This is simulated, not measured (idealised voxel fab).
process module | voxel transistor to metal
cross-section cut | 300 nm wide | cells 5 nm
A cross-section is a grid of square cells, given in bands from the top down. A band is one or more rows of cells.
Each band's line starts with the height of the band's top and of its bottom, in nm. Then come its materials from left to right, each with its width in nm. One material with "throughout" fills the band from edge to edge. "air" is empty space.
Height 0 is the level under which the wafer as received is all one material. The lowest band goes on downwards, as in "0 down".
A width such as "30 to 40" changes by the same amount from each row of cells to the next, from the band's top row to its bottom row.
"no change" after a step means that no cell of the cross-section changed.
closed voids: empty space of 8 cells or more with no open way to the top, each as width x height at its distance from the left edge, in nm
after a step's settings: what the simulator itself notes on the step
overlay nm, on a step with a mask: how far to the right of its planned place the mask lay; to the left if negative
plan
1 op RECEIVE | material Si
2 op OXIDIZE | depth nm 5
3 op CONFORMAL_DEP | material SiN | thk nm 15
4 op MASKED_ETCH | tone cover | mask id ACTIVE | width nm 105 | pitch nm 125 | etch materials SiN | depth nm 15 | overlay nm 0
5 op MASKED_ETCH | tone cover | mask id ACTIVE | width nm 105 | pitch nm 125 | etch materials SiO2 | depth nm 5 | overlay nm 0
6 op MASKED_ETCH | tone cover | mask id ACTIVE | width nm 105 | pitch nm 125 | etch materials Si | depth nm 35 | overlay nm 0
7 op FILL_DEP | material SiO2 | thk nm 5
8 op CMP | height nm 15
9 op SELECTIVE_ETCH | etch materials SiO2 | depth nm 15
10 op STRIP | etch materials SiN
11 op SELECTIVE_ETCH | etch materials SiO2 | depth nm 5
12 op OXIDIZE | depth nm 5
13 op DIRECTIONAL_DEP | material polySi | thk nm 20
14 op DIRECTIONAL_DEP | material SiCN | thk nm 15
15 op MASKED_ETCH | tone cover | mask id GATE | width nm 25 | pitch nm 125 | etch materials SiCN | depth nm 25 | overlay nm 0
16 op MASKED_ETCH | tone cover | mask id GATE | width nm 25 | pitch nm 125 | etch materials polySi | depth nm 30 | overlay nm 0
17 op CONFORMAL_DEP | material SiN | thk nm 10
18 op DIRECTIONAL_ETCH | etch materials SiN | depth nm 10
19 op DIRECTIONAL_ETCH | etch materials SiO2 | depth nm 5
20 op DIRECTIONAL_ETCH | etch materials Si | depth nm 15
21 op EPI | material pSi | thk nm 20
22 op FILL_DEP | material SiO2 | thk nm 10
23 op CMP | height nm 30
24 op DIRECTIONAL_DEP | material SiO2 | thk nm 15
25 op PATTERN | tone open | mask id CONTACT | material resist | width nm 15 | thk nm 15 | overlay nm 0
26 op DIRECTIONAL_ETCH | etch materials SiO2 | depth nm 35
27 op STRIP | etch materials resist
28 op CONFORMAL_DEP | material TiN | thk nm 5
29 op FILL_DEP | material Ru | thk nm 10
30 op CMP | height nm 45
31 op CONFORMAL_DEP | material SiCN | thk nm 5
32 op DIRECTIONAL_DEP | material lowk | thk nm 20
33 op DIRECTIONAL_DEP | material aC | thk nm 10
34 op PATTERN | tone open | mask id METAL_1 | material resist | width nm 15 | thk nm 25 | overlay nm 0
35 op DIRECTIONAL_ETCH | etch materials aC | depth nm 10
36 op STRIP | etch materials resist
37 op DIRECTIONAL_ETCH | etch materials lowk | depth nm 20
38 op DIRECTIONAL_ETCH | etch materials SiCN | depth nm 5
39 op STRIP | etch materials aC
40 op CONFORMAL_DEP | material TiN | thk nm 5
41 op FILL_DEP | material W | thk nm 10
42 op CMP | height nm 70
43 op CONFORMAL_DEP | material SiN | thk nm 5
as received, after step 1
  0 down: Si throughout
  closed voids: none
a wafer at the end: this start, this plan, one mistake
  75 to 70: SiN throughout
  70 to 50: lowk 45 | TiN 5 | W 5 | TiN 5 | lowk 55 | TiN 5 | W 5 | TiN 5 | lowk 40 | TiN 5 | W 5 | TiN 5 | lowk 55 | TiN 5 | W 5 | TiN 5 | lowk 45
  50 to 45: SiCN 45 | TiN 15 | SiCN 55 | TiN 15 | SiCN 40 | TiN 15 | SiCN 55 | TiN 15 | SiCN 45
  45 to 30: SiO2 45 | TiN 5 | Ru 5 | TiN 5 | SiO2 55 | TiN 5 | Ru 5 | TiN 5 | SiO2 40 | TiN 5 | Ru 5 | TiN 5 | SiO2 55 | TiN 5 | Ru 5 | TiN 5 | SiO2 45
  30 to 15: SiO2 45 | TiN 5 | Ru 5 | TiN 5 | SiO2 5 | SiN 10 | SiCN 25 | SiN 10 | SiO2 5 | TiN 5 | Ru 5 | TiN 5 | SiO2 40 | TiN 5 | Ru 5 | TiN 5 | SiO2 5 | SiN 10 | SiCN 25 | SiN 10 | SiO2 5 | TiN 5 | Ru 5 | TiN 5 | SiO2 45
  15 to 10: SiO2 45 | TiN 15 | SiO2 5 | SiN 10 | polySi 25 | SiN 10 | SiO2 5 | TiN 15 | SiO2 40 | TiN 15 | SiO2 5 | SiN 10 | polySi 25 | SiN 10 | SiO2 5 | TiN 15 | SiO2 45
  10 to -5: SiO2 45 | pSi 20 | SiN 10 | polySi 25 | SiN 10 | pSi 20 | SiO2 40 | pSi 20 | SiN 10 | polySi 25 | SiN 10 | pSi 20 | SiO2 45
  -5 to -10: SiO2 30 | pSi 35 | SiO2 45 | pSi 35 | SiO2 10 | pSi 35 | SiO2 45 | pSi 35 | SiO2 30
  -10 to -25: SiO2 35 | pSi 30 | Si 45 | pSi 30 | SiO2 20 | pSi 30 | Si 45 | pSi 30 | SiO2 35
  -25 to -75: SiO2 35 | Si 105 | SiO2 20 | Si 105 | SiO2 35
  -75 down: Si throughout
  closed voids: none
what went wrong: step 6 was run twice
